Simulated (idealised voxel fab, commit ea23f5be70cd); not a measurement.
You're looking at the process module voxel gate over fins.
We display cut, a cross-section 245 nm in width whose square cells are each 5 nm.
Throughout this document, each cross-section is represented as a grid of square cells and is presented as a sequence of bands enumerated from the top downward, where a band comprises one or more rows of cells. In this notation a band is specified by the heights of its top and bottom, in that order and in nm, after which its materials appear from left to right, each paired with its width in nm. The word "all across" attached to a single material means that material fills the band from edge to edge; the word "empty" stands for empty space. Below 0: as-received wafer, all one material; heights counted from there. Lowest band: no bottom, goes on down, written "top 0, no bottom". Read "30 to 40" as a graded width: first number on top, second number at the bottom, same change between each pair of neighbouring rows. For the purposes of this document, the phrase "identical to before" attached to a step denotes that no cell within the cross-section was modified by that step. For the entry "Voids, enclosed", the listed items are empty spaces with no open way to the top whose size is 8 cells or more; each item follows the pattern width x height at distance, where distance is from the left edge and all three are in nm. On a step's line, text after the settings is the simulator commenting on that step. overlay nm: how far to the right of its planned place the mask lay on this masked step (negative: to the left).
Planned process steps
1: RECEIVE: material Si
2: CONFORMAL_DEP: material SiN, thk nm 5
3: MASKED_ETCH: tone cover, mask id FINS, width nm 15, pitch nm 55, etch materials SiN, depth nm 5, overlay nm 0
4: MASKED_ETCH: tone cover, mask id FINS, width nm 15, pitch nm 55, etch materials Si, depth nm 30, overlay nm 0
5: OXIDIZE: depth nm 5
6: FILL_DEP: material SiO2, thk nm 15
7: CMP: height nm 5
8: PATTERN: tone open, mask id RAIL, material resist, width nm 15, thk nm 20, overlay nm 0
9: DIRECTIONAL_ETCH: etch materials SiO2, depth nm 30
10: STRIP: etch materials resist
11: CONFORMAL_DEP: material TiN, thk nm 5
12: FILL_DEP: material W, thk nm 5
13: CMP: height nm 5
14: SELECTIVE_ETCH: etch materials W Ru TiN, depth nm 25
15: FILL_DEP: material SiO2, thk nm 5
16: CMP: height nm 5
17: SELECTIVE_ETCH: etch materials SiO2, depth nm 20
18: STRIP: etch materials SiN
19: CONFORMAL_DEP: material HfO2, thk nm 5
20: CONFORMAL_DEP: material TiN, thk nm 5
21: FILL_DEP: material W, thk nm 10
22: CMP: height nm 15
23: CONFORMAL_DEP: material SiN, thk nm 5
Cross-section of the wafer at receipt, which is the condition after step 1
top 0, no bottom: Si all across
Voids, enclosed: none
End-of-module cross-section. Starting structure and process plan as above; one mistake made in running it
top 20, bottom 15: SiN all across
top 15, bottom 10: W all across
top 10, bottom 5: 25 W; 25 TiN; 30 W; 25 TiN; 30 W; 25 TiN; 30 W; 25 TiN; 30 W
top 5, bottom 0: 30 TiN; 15 HfO2; 40 TiN; 15 HfO2; 40 TiN; 15 HfO2; 40 TiN; 15 HfO2; 35 TiN
top 0, bottom -5: 35 HfO2; 5 Si; 50 HfO2; 5 Si; 50 HfO2; 5 Si; 50 HfO2; 5 Si; 40 HfO2
top -5, bottom -20: 35 SiO2; 5 Si; 50 SiO2; 5 Si; 50 SiO2; 5 Si; 50 SiO2; 5 Si; 40 SiO2
top -20, bottom -25: 35 SiO2; 5 Si; 15 SiO2; 15 TiN; 20 SiO2; 5 Si; 50 SiO2; 5 Si; 50 SiO2; 5 Si; 40 SiO2
top -25, bottom -35: 35 SiO2; 5 Si; 50 SiO2; 5 Si; 50 SiO2; 5 Si; 50 SiO2; 5 Si; 40 SiO2
top -35, no bottom: Si all across
Voids, enclosed: none
Diagnosis: the process deviated at step 17: the operation and settings actually run there were SELECTIVE_ETCH: etch materials SiO2, depth nm 10
